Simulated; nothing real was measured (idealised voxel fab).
process module | voxel wiring stack
cross-section cut | 250 nm wide | cells 5 nm
A cross-section is a grid of square cells, given in bands from the top down. A band is one or more rows of cells.
Each band's line starts with the height of the band's top and of its bottom, in nm. Then come its materials from left to right, each with its width in nm. One material with "throughout" fills the band from edge to edge. "air" is empty space.
Height 0 is the level under which the wafer as received is all one material. The lowest band goes on downwards, as in "0 down".
A width such as "30 to 40" changes by the same amount from each row of cells to the next, from the band's top row to its bottom row.
"no change" after a step means that no cell of the cross-section changed.
closed voids: empty space of 8 cells or more with no open way to the top, each as width x height at its distance from the left edge, in nm
after a step's settings: what the simulator itself notes on the step
overlay nm, on a step with a mask: how far to the right of its planned place the mask lay; to the left if negative
plan
1 op RECEIVE | material Si
2 op CONFORMAL_DEP | material SiO2 | thk nm 15
3 op CONFORMAL_DEP | material SiN | thk nm 5
4 op DIRECTIONAL_DEP | material lowk | thk nm 25
5 op DIRECTIONAL_DEP | material aC | thk nm 10
6 op PATTERN | tone open | mask id METAL_1 | material resist | width nm 25 | pitch nm 45 | thk nm 25 | overlay nm 0
7 op DIRECTIONAL_ETCH | etch materials aC | depth nm 10
8 op STRIP | etch materials resist
9 op DIRECTIONAL_ETCH | etch materials lowk | depth nm 25
10 op DIRECTIONAL_ETCH | etch materials SiN | depth nm 5
11 op STRIP | etch materials aC
12 op CONFORMAL_DEP | material TiN | thk nm 5
13 op FILL_DEP | material W | thk nm 10
14 op CMP | height nm 45
15 op CONFORMAL_DEP | material SiCN | thk nm 5
16 op DIRECTIONAL_DEP | material lowk | thk nm 20
17 op MASKED_ETCH | tone open | mask id PLUG_1 | width nm 15 | pitch nm 90 | etch materials lowk | depth nm 20 | overlay nm 0
18 op MASKED_ETCH | tone open | mask id PLUG_1 | width nm 15 | pitch nm 90 | etch materials SiCN | depth nm 5 | overlay nm 0
19 op EPI | material Ru | thk nm 10
20 op EPI | material Ru | thk nm 10
21 op EPI | material Ru | thk nm 5
22 op CONFORMAL_DEP | material SiN | thk nm 5
23 op DIRECTIONAL_DEP | material lowk | thk nm 25
24 op MASKED_ETCH | tone open | mask id METAL_2 | width nm 25 | pitch nm 45 | etch materials lowk | depth nm 25 | overlay nm 0
25 op MASKED_ETCH | tone open | mask id METAL_2 | width nm 25 | pitch nm 45 | etch materials SiN | depth nm 5 | overlay nm 0
26 op CONFORMAL_DEP | material TiN | thk nm 5
27 op FILL_DEP | material Ru | thk nm 10
28 op CMP | height nm 100
29 op CONFORMAL_DEP | material SiCN | thk nm 5
30 op DIRECTIONAL_DEP | material lowk | thk nm 10
31 op PATTERN | tone open | mask id PLUG_2 | material resist | width nm 15 | pitch nm 45 | thk nm 20 | overlay nm 0
32 op DIRECTIONAL_ETCH | etch materials lowk | depth nm 10
33 op DIRECTIONAL_ETCH | etch materials SiCN | depth nm 5
34 op STRIP | etch materials resist
35 op CONFORMAL_DEP | material TiN | thk nm 5
36 op FILL_DEP | material W | thk nm 10
37 op CMP | height nm 115
38 op DIRECTIONAL_DEP | material TiN | thk nm 5
39 op DIRECTIONAL_DEP | material W | thk nm 15
40 op DIRECTIONAL_DEP | material aC | thk nm 10
41 op PATTERN | tone cover | mask id METAL_3 | material resist | width nm 25 | pitch nm 45 | thk nm 30 | overlay nm 0
42 op DIRECTIONAL_ETCH | etch materials aC | depth nm 10
43 op STRIP | etch materials resist
44 op DIRECTIONAL_ETCH | etch materials W | depth nm 15
45 op DIRECTIONAL_ETCH | etch materials TiN | depth nm 5
46 op STRIP | etch materials aC
47 op FILL_DEP | material lowk | thk nm 10
48 op CMP | height nm 135
49 op CONFORMAL_DEP | material SiN | thk nm 5
as received, after step 1
  0 down: Si throughout
  closed voids: none
a wafer at the end: this start, this plan, one mistake
  140 to 135: SiN throughout
  135 to 120: lowk 45 | W 25 | lowk 20 | W 25 | lowk 20 | W 25 | lowk 20 | W 25 | lowk 45
  120 to 115: lowk 45 | TiN 25 | lowk 20 | TiN 25 | lowk 20 | TiN 25 | lowk 20 | TiN 25 | lowk 45
  115 to 105: lowk 45 | TiN 5 | W 5 | TiN 5 | lowk 30 | TiN 5 | W 5 | TiN 5 | lowk 30 | TiN 5 | W 5 | TiN 5 | lowk 30 | TiN 5 | W 5 | TiN 5 | lowk 55
  105 to 100: SiCN 45 | TiN 15 | SiCN 30 | TiN 15 | SiCN 30 | TiN 15 | SiCN 30 | TiN 15 | SiCN 55
  100 to 75: lowk 45 | TiN 5 | Ru 15 | TiN 5 | lowk 20 | TiN 5 | Ru 15 | TiN 5 | lowk 20 | TiN 5 | Ru 15 | TiN 5 | lowk 20 | TiN 5 | Ru 15 | TiN 5 | lowk 45
  75 to 70: SiN 45 | TiN 25 | SiN 20 | TiN 25 | SiN 20 | TiN 25 | SiN 20 | TiN 25 | SiN 45
  70 to 50: lowk 45 | Ru 15 | lowk 75 | Ru 15 | lowk 100
  50 to 45: SiCN 45 | Ru 15 | SiCN 75 | Ru 15 | SiCN 100
  45 to 35: W throughout
  35 to 30: TiN 50 | W 15 | TiN 30 | W 15 | TiN 30 | W 15 | TiN 30 | W 15 | TiN 50
  30 to 5: lowk 45 | TiN 5 | W 15 | TiN 5 | lowk 20 | TiN 5 | W 15 | TiN 5 | lowk 20 | TiN 5 | W 15 | TiN 5 | lowk 20 | TiN 5 | W 15 | TiN 5 | lowk 45
  5 to 0: SiN 45 | TiN 25 | SiN 20 | TiN 25 | SiN 20 | TiN 25 | SiN 20 | TiN 25 | SiN 45
  0 down: Si throughout
  closed voids: none
what went wrong: step 2 was left out
